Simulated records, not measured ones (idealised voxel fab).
Presented below is a process module, voxel self aligned vias.
Each square cell in cross-section cut measures 5 nm, and the section as a whole is 170 nm wide.
Just so we're on the same page, the cross-sections are grids of square cells, and they're listed out in bands top to bottom, each band one or more rows deep.
For a band, the entry starts with two heights in nm, that of the top and then that of the bottom, and carries on with the band's materials in order from left to right, each alongside its width in nm; the word "everywhere" beside a single material means it fills the band edge to edge, and "empty" means empty space.
Heights from 0 (as-received wafer is one material below). Bottom band endless downward, as "from 0 down".
You'd read "30 to 40" like this: the band's top row of cells is as wide as the first number, its bottom row is as wide as the second, and going down, every row changes width by the same amount as the row before did.
When a step is marked "nothing different", none of the cells in the cross-section changed during that step.
Entrapped voids: empty space of 8 cells or more with no open way to the top, each as width x height at its distance from the left edge, in nm
What comes after the settings on a step's line is commentary from the simulator itself on that step.
overlay nm: mask right of planned place by this much (step with mask). Neg. = left.
Before/after cross-section pairs, one process step each; after shown to lowest changed band; step and settings beneath. Pairs may be from different runs of this module on the same starting wafer; a pair continues from the one above only where its "Ex-ante state" entry says so.

Ex-ante state:
* from 0 down = Si everywhere
* Entrapped voids: none

Sectional Result:
* from 15 to 0 = SiO2 everywhere
* Everything below 0 is unchanged.
* Entrapped voids: none
The before and after cross-sections above differ by one step: CONFORMAL_DEP with material SiO2, thk nm 15

Ex-ante state: It is represented by the cross-section appearing after the step of the pair directly above.

Sectional Result:
* from 20 to 15 = SiCN everywhere
* Everything below 15 is unchanged.
* Entrapped voids: none
The before and after cross-sections above differ by one step: CONFORMAL_DEP with material SiCN, thk nm 5

Ex-ante state: It is represented by the cross-section appearing after the step of the pair directly above.

Sectional Result:
* from 50 to 20 = SiO2 everywhere
* Everything below 20 is unchanged.
* Entrapped voids: none
The before and after cross-sections above differ by one step: DIRECTIONAL_DEP with material SiO2, thk nm 30

Ex-ante state: It is represented by the cross-section appearing after the step of the pair directly above.

Sectional Result:
* from 50 to 20 = SiO2 30, then empty 30, then SiO2 45, then empty 30, then SiO2 35
* Everything below 20 is unchanged.
* Entrapped voids: none
The before and after cross-sections above differ by one step: MASKED_ETCH with tone open, mask id LINES, width nm 30, pitch nm 75, etch materials SiO2, depth nm 30, overlay nm 0

Ex-ante state: It is represented by the cross-section appearing after the step of the pair directly above.

Sectional Result:
* from 55 to 50 = TiN 35, then empty 20, then TiN 55, then empty 20, then TiN 40
* from 50 to 25 = SiO2 30, then TiN 5, then empty 20, then TiN 5, then SiO2 45, then TiN 5, then empty 20, then TiN 5, then SiO2 35
* from 25 to 20 = SiO2 30, then TiN 30, then SiO2 45, then TiN 30, then SiO2 35
* Everything below 20 is unchanged.
* Entrapped voids: none
The before and after cross-sections above differ by one step: CONFORMAL_DEP with material TiN, thk nm 5

Ex-ante state: It is represented by the cross-section appearing after the step of the pair directly above.

Sectional Result:
* from 60 to 55 = W everywhere
* from 55 to 50 = TiN 35, then W 20, then TiN 55, then W 20, then TiN 40
* from 50 to 25 = SiO2 30, then TiN 5, then W 20, then TiN 5, then SiO2 45, then TiN 5, then W 20, then TiN 5, then SiO2 35
* Everything below 25 is unchanged.
* Entrapped voids: none
The before and after cross-sections above differ by one step: FILL_DEP with material W, thk nm 5

Ex-ante state: It is represented by the cross-section appearing after the step of the pair directly above.

Sectional Result:
* from 50 to 25 = SiO2 30, then TiN 5, then W 20, then TiN 5, then SiO2 45, then TiN 5, then W 20, then TiN 5, then SiO2 35
* Everything below 25 is unchanged.
* Entrapped voids: none
The before and after cross-sections above differ by one step: CMP with height nm 50

Ex-ante state: It is represented by the cross-section appearing after the step of the pair directly above.

Sectional Result:
* from 50 to 40 = SiO2 30, then empty 30, then SiO2 45, then empty 30, then SiO2 35
* Everything below 40 is unchanged.
* Entrapped voids: none
The before and after cross-sections above differ by one step: SELECTIVE_ETCH with etch materials W Ru TiN, depth nm 10

Ex-ante state: It is represented by the cross-section appearing after the step of the pair directly above.

Sectional Result:
* from 55 to 50 = SiN everywhere
* from 50 to 40 = SiO2 30, then SiN 30, then SiO2 45, then SiN 30, then SiO2 35
* Everything below 40 is unchanged.
* Entrapped voids: none
The before and after cross-sections above differ by one step: FILL_DEP with material SiN, thk nm 5

Ex-ante state: It is represented by the cross-section appearing after the step of the pair directly above.

Sectional Result:
* from 50 to 40 = SiO2 30, then SiN 30, then SiO2 45, then SiN 30, then SiO2 35
* Everything below 40 is unchanged.
* Entrapped voids: none
The before and after cross-sections above differ by one step: CMP with height nm 50

Ex-ante state: It is represented by the cross-section appearing after the step of the pair directly above.

Sectional Result:
* from 70 to 50 = SiO2 everywhere
* Everything below 50 is unchanged.
* Entrapped voids: none
The before and after cross-sections above differ by one step: DIRECTIONAL_DEP with material SiO2, thk nm 20

Ex-ante state: It is represented by the cross-section appearing after the step of the pair directly above.

Sectional Result:
* from 90 to 70 = resist 20, then empty 50, then resist 25, then empty 50, then resist 25
* Everything below 70 is unchanged.
* Entrapped voids: none
The before and after cross-sections above differ by one step: PATTERN with tone open, mask id VIAS, material resist, width nm 50, pitch nm 75, thk nm 20, overlay nm 0

Ex-ante state: It is represented by the cross-section appearing after the step of the pair directly above.

Sectional Result:
* from 90 to 70 = resist 20, then empty 50, then resist 25, then empty 50, then resist 25
* from 70 to 50 = SiO2 20, then empty 50, then SiO2 25, then empty 50, then SiO2 25
* Everything below 50 is unchanged.
* Entrapped voids: none
The before and after cross-sections above differ by one step: DIRECTIONAL_ETCH with etch materials SiO2, depth nm 20

Ex-ante state: It is represented by the cross-section appearing after the step of the pair directly above.

Sectional Result:
* from 90 to 70 = resist 20, then empty 50, then resist 25, then empty 50, then resist 25
* from 70 to 50 = SiO2 20, then empty 50, then SiO2 25, then empty 50, then SiO2 25
* from 50 to 40 = SiO2 30, then empty 30, then SiO2 45, then empty 30, then SiO2 35
* Everything below 40 is unchanged.
* Entrapped voids: none
The before and after cross-sections above differ by one step: DIRECTIONAL_ETCH with etch materials SiN, depth nm 10

Ex-ante state: It is represented by the cross-section appearing after the step of the pair directly above.

Sectional Result:
* from 70 to 50 = SiO2 20, then empty 50, then SiO2 25, then empty 50, then SiO2 25
* Everything below 50 is unchanged.
* Entrapped voids: none
The before and after cross-sections above differ by one step: STRIP with etch materials resist

Ex-ante state: It is represented by the cross-section appearing after the step of the pair directly above.

Sectional Result:
* from 75 to 70 = TiN 25, then empty 40, then TiN 35, then empty 40, then TiN 30
* from 70 to 55 = SiO2 20, then TiN 5, then empty 40, then TiN 5, then SiO2 25, then TiN 5, then empty 40, then TiN 5, then SiO2 25
* from 55 to 45 = SiO2 20 to 30, then TiN 15 to 5, then empty 20, then TiN 15 to 5, then SiO2 25 to 45, then TiN 15 to 5, then empty 20, then TiN 15 to 5, then SiO2 25 to 35
* from 45 to 40 = SiO2 30, then TiN 30, then SiO2 45, then TiN 30, then SiO2 35
* Everything below 40 is unchanged.
* Entrapped voids: none
The before and after cross-sections above differ by one step: CONFORMAL_DEP with material TiN, thk nm 5

Ex-ante state: It is represented by the cross-section appearing after the step of the pair directly above.

Sectional Result:
* from 80 to 75 = Cu everywhere
* from 75 to 70 = TiN 25, then Cu 40, then TiN 35, then Cu 40, then TiN 30
* from 70 to 55 = SiO2 20, then TiN 5, then Cu 40, then TiN 5, then SiO2 25, then TiN 5, then Cu 40, then TiN 5, then SiO2 25
* from 55 to 45 = SiO2 20 to 30, then TiN 15 to 5, then Cu 20, then TiN 15 to 5, then SiO2 25 to 45, then TiN 15 to 5, then Cu 20, then TiN 15 to 5, then SiO2 25 to 35
* Everything below 45 is unchanged.
* Entrapped voids: none
The before and after cross-sections above differ by one step: FILL_DEP with material Cu, thk nm 5

Ex-ante state: It is represented by the cross-section appearing after the step of the pair directly above.

Sectional Result:
* from 70 to 55 = SiO2 20, then TiN 5, then Cu 40, then TiN 5, then SiO2 25, then TiN 5, then Cu 40, then TiN 5, then SiO2 25
* Everything below 55 is unchanged.
* Entrapped voids: none
The before and after cross-sections above differ by one step: CMP with height nm 70

Ex-ante state: It is represented by the cross-section appearing after the step of the pair directly above.

Sectional Result:
* from 75 to 70 = SiCN everywhere
* Everything below 70 is unchanged.
* Entrapped voids: none
The before and after cross-sections above differ by one step: CONFORMAL_DEP with material SiCN, thk nm 5

Ex-ante state:
* from 15 to 0 = SiO2 everywhere
* from 0 down = Si everywhere
* Entrapped voids: none

Sectional Result:
* from 45 to 0 = SiO2 everywhere
* Everything below 0 is unchanged.
* Entrapped voids: none
The before and after cross-sections above differ by one step: DIRECTIONAL_DEP with material SiO2, thk nm 30

Ex-ante state: It is represented by the cross-section appearing after the step of the pair directly above.

Sectional Result:
* from 45 to 15 = SiO2 30, then empty 30, then SiO2 45, then empty 30, then SiO2 35
* Everything below 15 is unchanged.
* Entrapped voids: none
The before and after cross-sections above differ by one step: MASKED_ETCH with tone open, mask id LINES, width nm 30, pitch nm 75, etch materials SiO2, depth nm 30, overlay nm 0

Ex-ante state: It is represented by the cross-section appearing after the step of the pair directly above.

Sectional Result:
* from 50 to 45 = TiN 35, then empty 20, then TiN 55, then empty 20, then TiN 40
* from 45 to 20 = SiO2 30, then TiN 5, then empty 20, then TiN 5, then SiO2 45, then TiN 5, then empty 20, then TiN 5, then SiO2 35
* from 20 to 15 = SiO2 30, then TiN 30, then SiO2 45, then TiN 30, then SiO2 35
* Everything below 15 is unchanged.
* Entrapped voids: none
The before and after cross-sections above differ by one step: CONFORMAL_DEP with material TiN, thk nm 5

Ex-ante state: It is represented by the cross-section appearing after the step of the pair directly above.

Sectional Result:
* from 55 to 50 = W everywhere
* from 50 to 45 = TiN 35, then W 20, then TiN 55, then W 20, then TiN 40
* from 45 to 20 = SiO2 30, then TiN 5, then W 20, then TiN 5, then SiO2 45, then TiN 5, then W 20, then TiN 5, then SiO2 35
* Everything below 20 is unchanged.
* Entrapped voids: none
The before and after cross-sections above differ by one step: FILL_DEP with material W, thk nm 5

Ex-ante state: It is represented by the cross-section appearing after the step of the pair directly above.

Sectional Result:
* from 50 to 45 = TiN 35, then W 20, then TiN 55, then W 20, then TiN 40
* Everything below 45 is unchanged.
* Entrapped voids: none
The before and after cross-sections above differ by one step: CMP with height nm 50

Ex-ante state: It is represented by the cross-section appearing after the step of the pair directly above.

Sectional Result:
* from 45 to 40 = SiO2 30, then empty 30, then SiO2 45, then empty 30, then SiO2 35
* Everything below 40 is unchanged.
* Entrapped voids: none
The before and after cross-sections above differ by one step: SELECTIVE_ETCH with etch materials W Ru TiN, depth nm 10

Ex-ante state: It is represented by the cross-section appearing after the step of the pair directly above.

Sectional Result:
* from 50 to 45 = SiN everywhere
* from 45 to 40 = SiO2 30, then SiN 30, then SiO2 45, then SiN 30, then SiO2 35
* Everything below 40 is unchanged.
* Entrapped voids: none
The before and after cross-sections above differ by one step: FILL_DEP with material SiN, thk nm 5

Ex-ante state: It is represented by the cross-section appearing after the step of the pair directly above.

Sectional Result:
* from 70 to 50 = SiO2 everywhere
* Everything below 50 is unchanged.
* Entrapped voids: none
The before and after cross-sections above differ by one step: DIRECTIONAL_DEP with material SiO2, thk nm 20

Ex-ante state: It is represented by the cross-section appearing after the step of the pair directly above.

Sectional Result:
* from 90 to 70 = resist 20, then empty 50, then resist 25, then empty 50, then resist 25
* Everything below 70 is unchanged.
* Entrapped voids: none
The before and after cross-sections above differ by one step: PATTERN with tone open, mask id VIAS, material resist, width nm 50, pitch nm 75, thk nm 20, overlay nm 0

Ex-ante state: It is represented by the cross-section appearing after the step of the pair directly above.

Sectional Result:
* from 90 to 70 = resist 20, then empty 50, then resist 25, then empty 50, then resist 25
* from 70 to 50 = SiO2 20, then empty 50, then SiO2 25, then empty 50, then SiO2 25
* Everything below 50 is unchanged.
* Entrapped voids: none
The before and after cross-sections above differ by one step: DIRECTIONAL_ETCH with etch materials SiO2, depth nm 20

Ex-ante state: It is represented by the cross-section appearing after the step of the pair directly above.

Sectional Result:
* from 90 to 70 = resist 20, then empty 50, then resist 25, then empty 50, then resist 25
* from 70 to 50 = SiO2 20, then empty 50, then SiO2 25, then empty 50, then SiO2 25
* from 50 to 45 = SiN 20, then empty 50, then SiN 25, then empty 50, then SiN 25
* from 45 to 40 = SiO2 30, then empty 30, then SiO2 45, then empty 30, then SiO2 35
* Everything below 40 is unchanged.
* Entrapped voids: none
The before and after cross-sections above differ by one step: DIRECTIONAL_ETCH with etch materials SiN, depth nm 10

Ex-ante state: It is represented by the cross-section appearing after the step of the pair directly above.

Sectional Result:
* from 70 to 50 = SiO2 20, then empty 50, then SiO2 25, then empty 50, then SiO2 25
* Everything below 50 is unchanged.
* Entrapped voids: none
The before and after cross-sections above differ by one step: STRIP with etch materials resist

Ex-ante state: It is represented by the cross-section appearing after the step of the pair directly above.

Sectional Result:
* from 75 to 70 = TiN 25, then empty 40, then TiN 35, then empty 40, then TiN 30
* from 70 to 50 = SiO2 20, then TiN 5, then empty 40, then TiN 5, then SiO2 25, then TiN 5, then empty 40, then TiN 5, then SiO2 25
* from 50 to 45 = SiN 20, then TiN 15, then empty 20, then TiN 15, then SiN 25, then TiN 15, then empty 20, then TiN 15, then SiN 25
* from 45 to 40 = SiO2 30, then TiN 30, then SiO2 45, then TiN 30, then SiO2 35
* Everything below 40 is unchanged.
* Entrapped voids: none
The before and after cross-sections above differ by one step: CONFORMAL_DEP with material TiN, thk nm 5

Ex-ante state: It is represented by the cross-section appearing after the step of the pair directly above.

Sectional Result:
* from 80 to 75 = Cu everywhere
* from 75 to 70 = TiN 25, then Cu 40, then TiN 35, then Cu 40, then TiN 30
* from 70 to 50 = SiO2 20, then TiN 5, then Cu 40, then TiN 5, then SiO2 25, then TiN 5, then Cu 40, then TiN 5, then SiO2 25
* from 50 to 45 = SiN 20, then TiN 15, then Cu 20, then TiN 15, then SiN 25, then TiN 15, then Cu 20, then TiN 15, then SiN 25
* Everything below 45 is unchanged.
* Entrapped voids: none
The before and after cross-sections above differ by one step: FILL_DEP with material Cu, thk nm 5

Ex-ante state: It is represented by the cross-section appearing after the step of the pair directly above.

Sectional Result:
* from 70 to 50 = SiO2 20, then TiN 5, then Cu 40, then TiN 5, then SiO2 25, then TiN 5, then Cu 40, then TiN 5, then SiO2 25
* Everything below 50 is unchanged.
* Entrapped voids: none
The before and after cross-sections above differ by one step: CMP with height nm 70

Ex-ante state: It is represented by the cross-section appearing after the step of the pair directly above.

Sectional Result:
* from 75 to 70 = SiCN everywhere
* Everything below 70 is unchanged.
* Entrapped voids: none
The before and after cross-sections above differ by one step: CONFORMAL_DEP with material SiCN, thk nm 5

Ex-ante state:
* from 15 to 0 = SiO2 everywhere
* from 0 down = Si everywhere
* Entrapped voids: none

Sectional Result:
* from 30 to 0 = SiO2 everywhere
* Everything below 0 is unchanged.
* Entrapped voids: none
The before and after cross-sections above differ by one step: CONFORMAL_DEP with material SiO2, thk nm 15

Ex-ante state: It is represented by the cross-section appearing after the step of the pair directly above.

Sectional Result:
* from 35 to 30 = SiCN everywhere
* Everything below 30 is unchanged.
* Entrapped voids: none
The before and after cross-sections above differ by one step: CONFORMAL_DEP with material SiCN, thk nm 5

Ex-ante state: It is represented by the cross-section appearing after the step of the pair directly above.

Sectional Result:
* from 65 to 35 = SiO2 everywhere
* Everything below 35 is unchanged.
* Entrapped voids: none
The before and after cross-sections above differ by one step: DIRECTIONAL_DEP with material SiO2, thk nm 30

Ex-ante state: It is represented by the cross-section appearing after the step of the pair directly above.

Sectional Result:
* from 65 to 35 = SiO2 30, then empty 30, then SiO2 45, then empty 30, then SiO2 35
* Everything below 35 is unchanged.
* Entrapped voids: none
The before and after cross-sections above differ by one step: MASKED_ETCH with tone open, mask id LINES, width nm 30, pitch nm 75, etch materials SiO2, depth nm 30, overlay nm 0

Ex-ante state: It is represented by the cross-section appearing after the step of the pair directly above.

Sectional Result:
* from 70 to 65 = TiN 35, then empty 20, then TiN 55, then empty 20, then TiN 40
* from 65 to 40 = SiO2 30, then TiN 5, then empty 20, then TiN 5, then SiO2 45, then TiN 5, then empty 20, then TiN 5, then SiO2 35
* from 40 to 35 = SiO2 30, then TiN 30, then SiO2 45, then TiN 30, then SiO2 35
* Everything below 35 is unchanged.
* Entrapped voids: none
The before and after cross-sections above differ by one step: CONFORMAL_DEP with material TiN, thk nm 5

Ex-ante state: It is represented by the cross-section appearing after the step of the pair directly above.

Sectional Result:
* from 75 to 70 = W everywhere
* from 70 to 65 = TiN 35, then W 20, then TiN 55, then W 20, then TiN 40
* from 65 to 40 = SiO2 30, then TiN 5, then W 20, then TiN 5, then SiO2 45, then TiN 5, then W 20, then TiN 5, then SiO2 35
* Everything below 40 is unchanged.
* Entrapped voids: none
The before and after cross-sections above differ by one step: FILL_DEP with material W, thk nm 5

Ex-ante state: It is represented by the cross-section appearing after the step of the pair directly above.

Sectional Result:
* from 50 to 40 = SiO2 30, then TiN 5, then W 20, then TiN 5, then SiO2 45, then TiN 5, then W 20, then TiN 5, then SiO2 35
* Everything below 40 is unchanged.
* Entrapped voids: none
The before and after cross-sections above differ by one step: CMP with height nm 50

Ex-ante state: It is represented by the cross-section appearing after the step of the pair directly above.

Sectional Result:
* from 50 to 40 = SiO2 30, then empty 30, then SiO2 45, then empty 30, then SiO2 35
* Everything below 40 is unchanged.
* Entrapped voids: none
The before and after cross-sections above differ by one step: SELECTIVE_ETCH with etch materials W Ru TiN, depth nm 10

Ex-ante state: It is represented by the cross-section appearing after the step of the pair directly above.

Sectional Result:
* from 55 to 50 = SiN everywhere
* from 50 to 40 = SiO2 30, then SiN 30, then SiO2 45, then SiN 30, then SiO2 35
* Everything below 40 is unchanged.
* Entrapped voids: none
The before and after cross-sections above differ by one step: FILL_DEP with material SiN, thk nm 5

Ex-ante state: It is represented by the cross-section appearing after the step of the pair directly above.

Sectional Result:
* from 50 to 40 = SiO2 30, then SiN 30, then SiO2 45, then SiN 30, then SiO2 35
* Everything below 40 is unchanged.
* Entrapped voids: none
The before and after cross-sections above differ by one step: CMP with height nm 50

Ex-ante state: It is represented by the cross-section appearing after the step of the pair directly above.

Sectional Result:
* from 70 to 50 = SiO2 everywhere
* Everything below 50 is unchanged.
* Entrapped voids: none
The before and after cross-sections above differ by one step: DIRECTIONAL_DEP with material SiO2, thk nm 20

Ex-ante state: It is represented by the cross-section appearing after the step of the pair directly above.

Sectional Result:
* from 90 to 70 = resist 20, then empty 50, then resist 25, then empty 50, then resist 25
* Everything below 70 is unchanged.
* Entrapped voids: none
The before and after cross-sections above differ by one step: PATTERN with tone open, mask id VIAS, material resist, width nm 50, pitch nm 75, thk nm 20, overlay nm 0

Ex-ante state: It is represented by the cross-section appearing after the step of the pair directly above.

Sectional Result:
* from 90 to 70 = resist 20, then empty 50, then resist 25, then empty 50, then resist 25
* from 70 to 50 = SiO2 20, then empty 50, then SiO2 25, then empty 50, then SiO2 25
* Everything below 50 is unchanged.
* Entrapped voids: none
The before and after cross-sections above differ by one step: DIRECTIONAL_ETCH with etch materials SiO2, depth nm 20

Ex-ante state: It is represented by the cross-section appearing after the step of the pair directly above.

Sectional Result:
* from 90 to 70 = resist 20, then empty 50, then resist 25, then empty 50, then resist 25
* from 70 to 50 = SiO2 20, then empty 50, then SiO2 25, then empty 50, then SiO2 25
* from 50 to 40 = SiO2 30, then empty 30, then SiO2 45, then empty 30, then SiO2 35
* Everything below 40 is unchanged.
* Entrapped voids: none
The before and after cross-sections above differ by one step: DIRECTIONAL_ETCH with etch materials SiN, depth nm 10

Ex-ante state: It is represented by the cross-section appearing after the step of the pair directly above.

Sectional Result:
* from 70 to 50 = SiO2 20, then empty 50, then SiO2 25, then empty 50, then SiO2 25
* Everything below 50 is unchanged.
* Entrapped voids: none
The before and after cross-sections above differ by one step: STRIP with etch materials resist

Ex-ante state: It is represented by the cross-section appearing after the step of the pair directly above.

Sectional Result:
* from 75 to 70 = TiN 25, then empty 40, then TiN 35, then empty 40, then TiN 30
* from 70 to 55 = SiO2 20, then TiN 5, then empty 40, then TiN 5, then SiO2 25, then TiN 5, then empty 40, then TiN 5, then SiO2 25
* from 55 to 45 = SiO2 20 to 30, then TiN 15 to 5, then empty 20, then TiN 15 to 5, then SiO2 25 to 45, then TiN 15 to 5, then empty 20, then TiN 15 to 5, then SiO2 25 to 35
* from 45 to 35 = SiO2 30, then TiN 30, then SiO2 45, then TiN 30, then SiO2 35
* Everything below 35 is unchanged.
* Entrapped voids: none
The before and after cross-sections above differ by one step: CONFORMAL_DEP with material TiN, thk nm 5

Ex-ante state: It is represented by the cross-section appearing after the step of the pair directly above.

Sectional Result:
* from 80 to 75 = Cu everywhere
* from 75 to 70 = TiN 25, then Cu 40, then TiN 35, then Cu 40, then TiN 30
* from 70 to 55 = SiO2 20, then TiN 5, then Cu 40, then TiN 5, then SiO2 25, then TiN 5, then Cu 40, then TiN 5, then SiO2 25
* from 55 to 45 = SiO2 20 to 30, then TiN 15 to 5, then Cu 20, then TiN 15 to 5, then SiO2 25 to 45, then TiN 15 to 5, then Cu 20, then TiN 15 to 5, then SiO2 25 to 35
* Everything below 45 is unchanged.
* Entrapped voids: none
The before and after cross-sections above differ by one step: FILL_DEP with material Cu, thk nm 5

Ex-ante state: It is represented by the cross-section appearing after the step of the pair directly above.

Sectional Result:
* from 70 to 55 = SiO2 20, then TiN 5, then Cu 40, then TiN 5, then SiO2 25, then TiN 5, then Cu 40, then TiN 5, then SiO2 25
* Everything below 55 is unchanged.
* Entrapped voids: none
The before and after cross-sections above differ by one step: CMP with height nm 70

Ex-ante state: It is represented by the cross-section appearing after the step of the pair directly above.

Sectional Result:
* from 75 to 70 = SiCN everywhere
* Everything below 70 is unchanged.
* Entrapped voids: none
The before and after cross-sections above differ by one step: CONFORMAL_DEP with material SiCN, thk nm 5

Ex-ante state:
* from 0 down = Si everywhere
* Entrapped voids: none

Sectional Result:
* from 5 to 0 = SiCN everywhere
* Everything below 0 is unchanged.
* Entrapped voids: none
The before and after cross-sections above differ by one step: CONFORMAL_DEP with material SiCN, thk nm 5

Ex-ante state: It is represented by the cross-section appearing after the step of the pair directly above.

Sectional Result:
* from 20 to 5 = SiO2 everywhere
* Everything below 5 is unchanged.
* Entrapped voids: none
The before and after cross-sections above differ by one step: CONFORMAL_DEP with material SiO2, thk nm 15

Ex-ante state: It is represented by the cross-section appearing after the step of the pair directly above.

Sectional Result:
* from 50 to 5 = SiO2 everywhere
* Everything below 5 is unchanged.
* Entrapped voids: none
The before and after cross-sections above differ by one step: DIRECTIONAL_DEP with material SiO2, thk nm 30

Ex-ante state: It is represented by the cross-section appearing after the step of the pair directly above.

Sectional Result:
* from 50 to 20 = SiO2 30, then empty 30, then SiO2 45, then empty 30, then SiO2 35
* Everything below 20 is unchanged.
* Entrapped voids: none
The before and after cross-sections above differ by one step: MASKED_ETCH with tone open, mask id LINES, width nm 30, pitch nm 75, etch materials SiO2, depth nm 30, overlay nm 0

Ex-ante state: It is represented by the cross-section appearing after the step of the pair directly above.

Sectional Result:
* from 55 to 50 = TiN 35, then empty 20, then TiN 55, then empty 20, then TiN 40
* from 50 to 25 = SiO2 30, then TiN 5, then empty 20, then TiN 5, then SiO2 45, then TiN 5, then empty 20, then TiN 5, then SiO2 35
* from 25 to 20 = SiO2 30, then TiN 30, then SiO2 45, then TiN 30, then SiO2 35
* Everything below 20 is unchanged.
* Entrapped voids: none
The before and after cross-sections above differ by one step: CONFORMAL_DEP with material TiN, thk nm 5

Ex-ante state: It is represented by the cross-section appearing after the step of the pair directly above.

Sectional Result:
* from 60 to 55 = W everywhere
* from 55 to 50 = TiN 35, then W 20, then TiN 55, then W 20, then TiN 40
* from 50 to 25 = SiO2 30, then TiN 5, then W 20, then TiN 5, then SiO2 45, then TiN 5, then W 20, then TiN 5, then SiO2 35
* Everything below 25 is unchanged.
* Entrapped voids: none
The before and after cross-sections above differ by one step: FILL_DEP with material W, thk nm 5

Ex-ante state: It is represented by the cross-section appearing after the step of the pair directly above.

Sectional Result:
* from 50 to 25 = SiO2 30, then TiN 5, then W 20, then TiN 5, then SiO2 45, then TiN 5, then W 20, then TiN 5, then SiO2 35
* Everything below 25 is unchanged.
* Entrapped voids: none
The before and after cross-sections above differ by one step: CMP with height nm 50

Ex-ante state: It is represented by the cross-section appearing after the step of the pair directly above.

Sectional Result:
* from 50 to 40 = SiO2 30, then empty 30, then SiO2 45, then empty 30, then SiO2 35
* Everything below 40 is unchanged.
* Entrapped voids: none
The before and after cross-sections above differ by one step: SELECTIVE_ETCH with etch materials W Ru TiN, depth nm 10

Ex-ante state: It is represented by the cross-section appearing after the step of the pair directly above.

Sectional Result:
* from 55 to 50 = SiN everywhere
* from 50 to 40 = SiO2 30, then SiN 30, then SiO2 45, then SiN 30, then SiO2 35
* Everything below 40 is unchanged.
* Entrapped voids: none
The before and after cross-sections above differ by one step: FILL_DEP with material SiN, thk nm 5

Ex-ante state: It is represented by the cross-section appearing after the step of the pair directly above.

Sectional Result:
* from 50 to 40 = SiO2 30, then SiN 30, then SiO2 45, then SiN 30, then SiO2 35
* Everything below 40 is unchanged.
* Entrapped voids: none
The before and after cross-sections above differ by one step: CMP with height nm 50

Ex-ante state: It is represented by the cross-section appearing after the step of the pair directly above.

Sectional Result:
* from 70 to 50 = SiO2 everywhere
* Everything below 50 is unchanged.
* Entrapped voids: none
The before and after cross-sections above differ by one step: DIRECTIONAL_DEP with material SiO2, thk nm 20

Ex-ante state: It is represented by the cross-section appearing after the step of the pair directly above.

Sectional Result:
* from 90 to 70 = resist 20, then empty 50, then resist 25, then empty 50, then resist 25
* Everything below 70 is unchanged.
* Entrapped voids: none
The before and after cross-sections above differ by one step: PATTERN with tone open, mask id VIAS, material resist, width nm 50, pitch nm 75, thk nm 20, overlay nm 0

Ex-ante state: It is represented by the cross-section appearing after the step of the pair directly above.

Sectional Result:
* from 90 to 70 = resist 20, then empty 50, then resist 25, then empty 50, then resist 25
* from 70 to 50 = SiO2 20, then empty 50, then SiO2 25, then empty 50, then SiO2 25
* Everything below 50 is unchanged.
* Entrapped voids: none
The before and after cross-sections above differ by one step: DIRECTIONAL_ETCH with etch materials SiO2, depth nm 20

Ex-ante state: It is represented by the cross-section appearing after the step of the pair directly above.

Sectional Result:
* from 90 to 70 = resist 20, then empty 50, then resist 25, then empty 50, then resist 25
* from 70 to 50 = SiO2 20, then empty 50, then SiO2 25, then empty 50, then SiO2 25
* from 50 to 40 = SiO2 30, then empty 30, then SiO2 45, then empty 30, then SiO2 35
* Everything below 40 is unchanged.
* Entrapped voids: none
The before and after cross-sections above differ by one step: DIRECTIONAL_ETCH with etch materials SiN, depth nm 10

Ex-ante state: It is represented by the cross-section appearing after the step of the pair directly above.

Sectional Result:
* from 70 to 50 = SiO2 20, then empty 50, then SiO2 25, then empty 50, then SiO2 25
* Everything below 50 is unchanged.
* Entrapped voids: none
The before and after cross-sections above differ by one step: STRIP with etch materials resist

Ex-ante state: It is represented by the cross-section appearing after the step of the pair directly above.

Sectional Result:
* from 75 to 70 = TiN 25, then empty 40, then TiN 35, then empty 40, then TiN 30
* from 70 to 55 = SiO2 20, then TiN 5, then empty 40, then TiN 5, then SiO2 25, then TiN 5, then empty 40, then TiN 5, then SiO2 25
* from 55 to 45 = SiO2 20 to 30, then TiN 15 to 5, then empty 20, then TiN 15 to 5, then SiO2 25 to 45, then TiN 15 to 5, then empty 20, then TiN 15 to 5, then SiO2 25 to 35
* from 45 to 40 = SiO2 30, then TiN 30, then SiO2 45, then TiN 30, then SiO2 35
* Everything below 40 is unchanged.
* Entrapped voids: none
The before and after cross-sections above differ by one step: CONFORMAL_DEP with material TiN, thk nm 5

Ex-ante state: It is represented by the cross-section appearing after the step of the pair directly above.

Sectional Result:
* from 80 to 75 = Cu everywhere
* from 75 to 70 = TiN 25, then Cu 40, then TiN 35, then Cu 40, then TiN 30
* from 70 to 55 = SiO2 20, then TiN 5, then Cu 40, then TiN 5, then SiO2 25, then TiN 5, then Cu 40, then TiN 5, then SiO2 25
* from 55 to 45 = SiO2 20 to 30, then TiN 15 to 5, then Cu 20, then TiN 15 to 5, then SiO2 25 to 45, then TiN 15 to 5, then Cu 20, then TiN 15 to 5, then SiO2 25 to 35
* Everything below 45 is unchanged.
* Entrapped voids: none
The before and after cross-sections above differ by one step: FILL_DEP with material Cu, thk nm 5

Ex-ante state: It is represented by the cross-section appearing after the step of the pair directly above.

Sectional Result:
* from 70 to 55 = SiO2 20, then TiN 5, then Cu 40, then TiN 5, then SiO2 25, then TiN 5, then Cu 40, then TiN 5, then SiO2 25
* Everything below 55 is unchanged.
* Entrapped voids: none
The before and after cross-sections above differ by one step: CMP with height nm 70

Ex-ante state: It is represented by the cross-section appearing after the step of the pair directly above.

Sectional Result:
* from 75 to 70 = SiCN everywhere
* Everything below 70 is unchanged.
* Entrapped voids: none
The before and after cross-sections above differ by one step: CONFORMAL_DEP with material SiCN, thk nm 5

Ex-ante state:
* from 20 to 15 = SiCN everywhere
* from 15 to 0 = SiO2 everywhere
* from 0 down = Si everywhere
* Entrapped voids: none

Sectional Result:
* from 45 to 20 = SiO2 everywhere
* Everything below 20 is unchanged.
* Entrapped voids: none
The before and after cross-sections above differ by one step: DIRECTIONAL_DEP with material SiO2, thk nm 25

Ex-ante state: It is represented by the cross-section appearing after the step of the pair directly above.

Sectional Result:
* from 45 to 20 = SiO2 30, then empty 30, then SiO2 45, then empty 30, then SiO2 35
* Everything below 20 is unchanged.
* Entrapped voids: none
The before and after cross-sections above differ by one step: MASKED_ETCH with tone open, mask id LINES, width nm 30, pitch nm 75, etch materials SiO2, depth nm 30, overlay nm 0

Ex-ante state: It is represented by the cross-section appearing after the step of the pair directly above.

Sectional Result:
* from 50 to 45 = TiN 35, then empty 20, then TiN 55, then empty 20, then TiN 40
* from 45 to 25 = SiO2 30, then TiN 5, then empty 20, then TiN 5, then SiO2 45, then TiN 5, then empty 20, then TiN 5, then SiO2 35
* from 25 to 20 = SiO2 30, then TiN 30, then SiO2 45, then TiN 30, then SiO2 35
* Everything below 20 is unchanged.
* Entrapped voids: none
The before and after cross-sections above differ by one step: CONFORMAL_DEP with material TiN, thk nm 5
